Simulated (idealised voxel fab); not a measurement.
The process module presented herein is designated voxel wiring stack.
This is section cut - it's 270 nm across, gridded in 5 nm square cells.
Just so we're on the same page, the cross-sections are grids of square cells, and they're listed out in bands top to bottom, each band one or more rows deep.
The band entry comprises the height of the band's top followed by the height of its bottom, expressed in nm, and subsequently the band's materials from left to right, each stated together with its width in nm. Where a single material is marked with the word "edge to edge", that material fills the band from edge to edge. The word "empty" represents empty space.
Note: height 0 marks the level under which the wafer is uniformly one material as received. Lowest band unbounded below, written "z 0 and below".
The two numbers in a width such as "30..40" mark its ends across the band: the first belongs to the top row of cells, the second to the bottom row, and from each row to the next the width moves by the same amount.
"no modification" -> step changed no cross-section cell.
"Closed void entries" enumerates empty spaces isolated from the top, with no open way to it, that contain at least 8 cells, giving each as width x height at distance from the left edge, all three in nm.
On a step's line, text after the settings is the simulator commenting on that step.
When a step includes a mask, the "overlay nm" setting on its line states how far to the right of its planned place that mask lay, and negative values state how far to the left.

plan:
1 RECEIVE: material Si
2 CONFORMAL_DEP: material SiO2, thk nm 15
3 CONFORMAL_DEP: material SiCN, thk nm 5
4 DIRECTIONAL_DEP: material SiO2, thk nm 15
5 PATTERN: tone open, mask id METAL_1, material resist, width nm 20, pitch nm 45, thk nm 15, overlay nm 0
6 DIRECTIONAL_ETCH: etch materials SiO2, depth nm 15
7 DIRECTIONAL_ETCH: etch materials SiCN, depth nm 5
8 STRIP: etch materials resist
9 CONFORMAL_DEP: material TiN, thk nm 5
10 FILL_DEP: material Cu, thk nm 10
11 CMP: height nm 35
12 CONFORMAL_DEP: material SiCN, thk nm 5
13 DIRECTIONAL_DEP: material SiO2, thk nm 35
14 PATTERN: tone open, mask id METAL_2_HOLES, material resist, width nm 15, pitch nm 90, thk nm 15, overlay nm 0
15 DIRECTIONAL_ETCH: etch materials SiO2, depth nm 35
16 STRIP: etch materials resist
17 PATTERN: tone open, mask id METAL_2, material resist, width nm 20, pitch nm 45, thk nm 15, overlay nm 0
18 DIRECTIONAL_ETCH: etch materials SiO2, depth nm 20
19 DIRECTIONAL_ETCH: etch materials SiCN, depth nm 5
20 STRIP: etch materials resist
21 CONFORMAL_DEP: material TiN, thk nm 5
22 FILL_DEP: material Cu, thk nm 5
23 CMP: height nm 75
24 CONFORMAL_DEP: material SiCN, thk nm 5

Cross-section of the wafer upon arrival, representing the state reached after step 1:
z 0 and below = Si edge to edge
Closed void entries: none

The following cross-section depicts the wafer upon conclusion of the module. Processing commenced from the starting condition illustrated above and adhered to the plan illustrated above, save for one mistake in execution:
z 80 to 75 = SiCN edge to edge
z 75 to 60 = 80 of SiO2, 5 of TiN, 5 of Cu, 5 of TiN, 75 of SiO2, 5 of TiN, 5 of Cu, 5 of TiN, 85 of SiO2
z 60 to 55 = 80 of SiO2, 15 of TiN, 75 of SiO2, 15 of TiN, 85 of SiO2
z 55 to 40 = SiO2 edge to edge
z 40 to 35 = SiCN edge to edge
z 35 to 20 = 80 of SiO2, 5 of TiN, 10 of Cu, 5 of TiN, 25 of SiO2, 5 of TiN, 10 of Cu, 5 of TiN, 25 of SiO2, 5 of TiN, 10 of Cu, 5 of TiN, 80 of SiO2
z 20 to 15 = 80 of SiCN, 20 of TiN, 25 of SiCN, 20 of TiN, 25 of SiCN, 20 of TiN, 80 of SiCN
z 15 to 0 = SiO2 edge to edge
z 0 and below = Si edge to edge
Closed void entries: none
Run error: step 13 from the plan got run twice
